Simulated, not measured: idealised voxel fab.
process module | voxel self aligned contacts
cross-section cut | 215 nm wide | cells 5 nm
A cross-section is a grid of square cells, given in bands from the top down. A band is one or more rows of cells.
Each band's line starts with the height of the band's top and of its bottom, in nm. Then come its materials from left to right, each with its width in nm. One material with "throughout" fills the band from edge to edge. "air" is empty space.
Height 0 is the level under which the wafer as received is all one material. The lowest band goes on downwards, as in "0 down".
A width such as "30 to 40" changes by the same amount from each row of cells to the next, from the band's top row to its bottom row.
"no change" after a step means that no cell of the cross-section changed.
closed voids: empty space of 8 cells or more with no open way to the top, each as width x height at its distance from the left edge, in nm
after a step's settings: what the simulator itself notes on the step
overlay nm, on a step with a mask: how far to the right of its planned place the mask lay; to the left if negative
plan
1 op RECEIVE | material Si
2 op CONFORMAL_DEP | material SiO2 | thk nm 5
3 op DIRECTIONAL_DEP | material polySi | thk nm 30
4 op DIRECTIONAL_DEP | material SiN | thk nm 25
5 op PATTERN | tone cover | mask id GATE | material resist | width nm 30 | pitch nm 70 | thk nm 15 | overlay nm 0
6 op DIRECTIONAL_ETCH | etch materials SiN | depth nm 25
7 op DIRECTIONAL_ETCH | etch materials polySi | depth nm 30
8 op STRIP | etch materials resist
9 op CONFORMAL_DEP | material SiN | thk nm 10
10 op DIRECTIONAL_ETCH | etch materials SiN | depth nm 10
11 op FILL_DEP | material SiO2 | thk nm 10
12 op CMP | height nm 65
13 op DIRECTIONAL_DEP | material aC | thk nm 15
14 op PATTERN | tone open | mask id CONTACT | material resist | width nm 50 | pitch nm 70 | thk nm 35 | overlay nm 0
15 op DIRECTIONAL_ETCH | etch materials aC | depth nm 15
16 op STRIP | etch materials resist
17 op DIRECTIONAL_ETCH | etch materials SiO2 | depth nm 65
18 op STRIP | etch materials aC
19 op CONFORMAL_DEP | material TiN | thk nm 5
20 op FILL_DEP | material W | thk nm 10
21 op CMP | height nm 65
22 op CONFORMAL_DEP | material SiN | thk nm 5
first wafer, as planned
as received, after step 1
  0 down: Si throughout
  closed voids: none
after step 2
  5 to 0: SiO2 throughout
  below 0: unchanged
after step 3
  35 to 5: polySi throughout
  below 5: unchanged
after step 4
  60 to 35: SiN throughout
  below 35: unchanged
after step 5
  75 to 60: air 20 | resist 30 | air 40 | resist 30 | air 40 | resist 30 | air 25
  below 60: unchanged
after step 6
  75 to 60: air 20 | resist 30 | air 40 | resist 30 | air 40 | resist 30 | air 25
  60 to 35: air 20 | SiN 30 | air 40 | SiN 30 | air 40 | SiN 30 | air 25
  below 35: unchanged
after step 7
  75 to 60: air 20 | resist 30 | air 40 | resist 30 | air 40 | resist 30 | air 25
  60 to 35: air 20 | SiN 30 | air 40 | SiN 30 | air 40 | SiN 30 | air 25
  35 to 5: air 20 | polySi 30 | air 40 | polySi 30 | air 40 | polySi 30 | air 25
  below 5: unchanged
after step 8
  60 to 35: air 20 | SiN 30 | air 40 | SiN 30 | air 40 | SiN 30 | air 25
  below 35: unchanged
after step 9
  70 to 35: air 10 | SiN 50 | air 20 | SiN 50 | air 20 | SiN 50 | air 15
  35 to 15: air 10 | SiN 10 | polySi 30 | SiN 10 | air 20 | SiN 10 | polySi 30 | SiN 10 | air 20 | SiN 10 | polySi 30 | SiN 10 | air 15
  15 to 5: SiN 20 | polySi 30 | SiN 40 | polySi 30 | SiN 40 | polySi 30 | SiN 25
  below 5: unchanged
after step 10
  60 to 35: air 10 | SiN 50 | air 20 | SiN 50 | air 20 | SiN 50 | air 15
  35 to 5: air 10 | SiN 10 | polySi 30 | SiN 10 | air 20 | SiN 10 | polySi 30 | SiN 10 | air 20 | SiN 10 | polySi 30 | SiN 10 | air 15
  below 5: unchanged
after step 11
  70 to 60: SiO2 throughout
  60 to 35: SiO2 10 | SiN 50 | SiO2 20 | SiN 50 | SiO2 20 | SiN 50 | SiO2 15
  35 to 5: SiO2 10 | SiN 10 | polySi 30 | SiN 10 | SiO2 20 | SiN 10 | polySi 30 | SiN 10 | SiO2 20 | SiN 10 | polySi 30 | SiN 10 | SiO2 15
  below 5: unchanged
after step 12
  65 to 60: SiO2 throughout
  below 60: unchanged
after step 13
  80 to 65: aC throughout
  below 65: unchanged
after step 14
  115 to 80: resist 45 | air 50 | resist 20 | air 50 | resist 50
  below 80: unchanged
after step 15
  100 to 80: resist 45 | air 50 | resist 20 | air 50 | resist 50
  80 to 65: aC 45 | air 50 | aC 20 | air 50 | aC 50
  below 65: unchanged
after step 16
  80 to 65: aC 45 | air 50 | aC 20 | air 50 | aC 50
  below 65: unchanged
after step 17
  80 to 65: aC 45 | air 50 | aC 20 | air 50 | aC 50
  65 to 60: SiO2 45 | air 50 | SiO2 20 | air 50 | SiO2 50
  60 to 35: SiO2 10 | SiN 50 | air 20 | SiN 50 | air 20 | SiN 50 | SiO2 15
  35 to 5: SiO2 10 | SiN 10 | polySi 30 | SiN 10 | air 20 | SiN 10 | polySi 30 | SiN 10 | air 20 | SiN 10 | polySi 30 | SiN 10 | SiO2 15
  5 to 0: SiO2 60 | air 20 | SiO2 50 | air 20 | SiO2 65
  below 0: unchanged
after step 18
  65 to 60: SiO2 45 | air 50 | SiO2 20 | air 50 | SiO2 50
  below 60: unchanged
after step 19
  70 to 65: TiN 50 | air 40 | TiN 30 | air 40 | TiN 55
  65 to 60: SiO2 45 | TiN 20 | air 10 | TiN 20 | SiO2 20 | TiN 20 | air 10 | TiN 20 | SiO2 50
  60 to 35: SiO2 10 | SiN 50 | TiN 5 | air 10 | TiN 5 | SiN 50 | TiN 5 | air 10 | TiN 5 | SiN 50 | SiO2 15
  35 to 5: SiO2 10 | SiN 10 | polySi 30 | SiN 10 | TiN 5 | air 10 | TiN 5 | SiN 10 | polySi 30 | SiN 10 | TiN 5 | air 10 | TiN 5 | SiN 10 | polySi 30 | SiN 10 | SiO2 15
  5 to 0: SiO2 60 | TiN 20 | SiO2 50 | TiN 20 | SiO2 65
  below 0: unchanged
after step 20
  80 to 70: W throughout
  70 to 65: TiN 50 | W 40 | TiN 30 | W 40 | TiN 55
  65 to 60: SiO2 45 | TiN 20 | W 10 | TiN 20 | SiO2 20 | TiN 20 | W 10 | TiN 20 | SiO2 50
  60 to 35: SiO2 10 | SiN 50 | TiN 5 | W 10 | TiN 5 | SiN 50 | TiN 5 | W 10 | TiN 5 | SiN 50 | SiO2 15
  35 to 5: SiO2 10 | SiN 10 | polySi 30 | SiN 10 | TiN 5 | W 10 | TiN 5 | SiN 10 | polySi 30 | SiN 10 | TiN 5 | W 10 | TiN 5 | SiN 10 | polySi 30 | SiN 10 | SiO2 15
  below 5: unchanged
after step 21
  65 to 60: SiO2 45 | TiN 20 | W 10 | TiN 20 | SiO2 20 | TiN 20 | W 10 | TiN 20 | SiO2 50
  below 60: unchanged
after step 22
  70 to 65: SiN throughout
  below 65: unchanged
second wafer: like start, like plan, one mistake. Through step 4 it matches the first wafer
when step 5 should have ended
  75 to 60: air 15 | resist 40 | air 30 | resist 40 | air 30 | resist 40 | air 20
  below 60: unchanged
when step 6 should have ended
  75 to 60: air 15 | resist 40 | air 30 | resist 40 | air 30 | resist 40 | air 20
  60 to 35: air 15 | SiN 40 | air 30 | SiN 40 | air 30 | SiN 40 | air 20
  below 35: unchanged
when step 7 should have ended
  75 to 60: air 15 | resist 40 | air 30 | resist 40 | air 30 | resist 40 | air 20
  60 to 35: air 15 | SiN 40 | air 30 | SiN 40 | air 30 | SiN 40 | air 20
  35 to 5: air 15 | polySi 40 | air 30 | polySi 40 | air 30 | polySi 40 | air 20
  below 5: unchanged
when step 8 should have ended
  60 to 35: air 15 | SiN 40 | air 30 | SiN 40 | air 30 | SiN 40 | air 20
  below 35: unchanged
when step 9 should have ended
  70 to 35: air 5 | SiN 60 | air 10 | SiN 60 | air 10 | SiN 60 | air 10
  35 to 15: air 5 | SiN 10 | polySi 40 | SiN 10 | air 10 | SiN 10 | polySi 40 | SiN 10 | air 10 | SiN 10 | polySi 40 | SiN 10 | air 10
  15 to 5: SiN 15 | polySi 40 | SiN 30 | polySi 40 | SiN 30 | polySi 40 | SiN 20
  below 5: unchanged
when step 10 should have ended
  60 to 35: air 5 | SiN 60 | air 10 | SiN 60 | air 10 | SiN 60 | air 10
  35 to 5: air 5 | SiN 10 | polySi 40 | SiN 10 | air 10 | SiN 10 | polySi 40 | SiN 10 | air 10 | SiN 10 | polySi 40 | SiN 10 | air 10
  below 5: unchanged
when step 11 should have ended
  70 to 60: SiO2 throughout
  60 to 35: SiO2 5 | SiN 60 | SiO2 10 | SiN 60 | SiO2 10 | SiN 60 | SiO2 10
  35 to 5: SiO2 5 | SiN 10 | polySi 40 | SiN 10 | SiO2 10 | SiN 10 | polySi 40 | SiN 10 | SiO2 10 | SiN 10 | polySi 40 | SiN 10 | SiO2 10
  below 5: unchanged
when step 12 should have ended
  65 to 60: SiO2 throughout
  below 60: unchanged
when step 13 should have ended
  80 to 65: aC throughout
  below 65: unchanged
when step 14 should have ended
  115 to 80: resist 45 | air 50 | resist 20 | air 50 | resist 50
  below 80: unchanged
when step 15 should have ended
  100 to 80: resist 45 | air 50 | resist 20 | air 50 | resist 50
  80 to 65: aC 45 | air 50 | aC 20 | air 50 | aC 50
  below 65: unchanged
when step 16 should have ended
  80 to 65: aC 45 | air 50 | aC 20 | air 50 | aC 50
  below 65: unchanged
when step 17 should have ended
  80 to 65: aC 45 | air 50 | aC 20 | air 50 | aC 50
  65 to 60: SiO2 45 | air 50 | SiO2 20 | air 50 | SiO2 50
  60 to 35: SiO2 5 | SiN 60 | air 10 | SiN 60 | air 10 | SiN 60 | SiO2 10
  35 to 5: SiO2 5 | SiN 10 | polySi 40 | SiN 10 | air 10 | SiN 10 | polySi 40 | SiN 10 | air 10 | SiN 10 | polySi 40 | SiN 10 | SiO2 10
  5 to 0: SiO2 65 | air 10 | SiO2 60 | air 10 | SiO2 70
  below 0: unchanged
when step 18 should have ended
  65 to 60: SiO2 45 | air 50 | SiO2 20 | air 50 | SiO2 50
  below 60: unchanged
when step 19 should have ended
  70 to 65: TiN 50 | air 40 | TiN 30 | air 40 | TiN 55
  65 to 60: SiO2 45 | TiN 50 | SiO2 20 | TiN 50 | SiO2 50
  60 to 35: SiO2 5 | SiN 60 | TiN 10 | SiN 60 | TiN 10 | SiN 60 | SiO2 10
  35 to 5: SiO2 5 | SiN 10 | polySi 40 | SiN 10 | TiN 10 | SiN 10 | polySi 40 | SiN 10 | TiN 10 | SiN 10 | polySi 40 | SiN 10 | SiO2 10
  5 to 0: SiO2 65 | TiN 10 | SiO2 60 | TiN 10 | SiO2 70
  below 0: unchanged
when step 20 should have ended
  80 to 70: W throughout
  70 to 65: TiN 50 | W 40 | TiN 30 | W 40 | TiN 55
  below 65: unchanged
when step 21 should have ended
  65 to 60: SiO2 45 | TiN 50 | SiO2 20 | TiN 50 | SiO2 50
  below 60: unchanged
when step 22 should have ended
  70 to 65: SiN throughout
  below 65: unchanged
what went wrong: step 5 ran as: op PATTERN | tone cover | mask id GATE | material resist | width nm 40 | pitch nm 70 | thk nm 15 | overlay nm 0
at the end the second wafer has, in cells: 30 more of SiN | 18 fewer of SiO2 | 48 fewer of W | 36 more of polySi
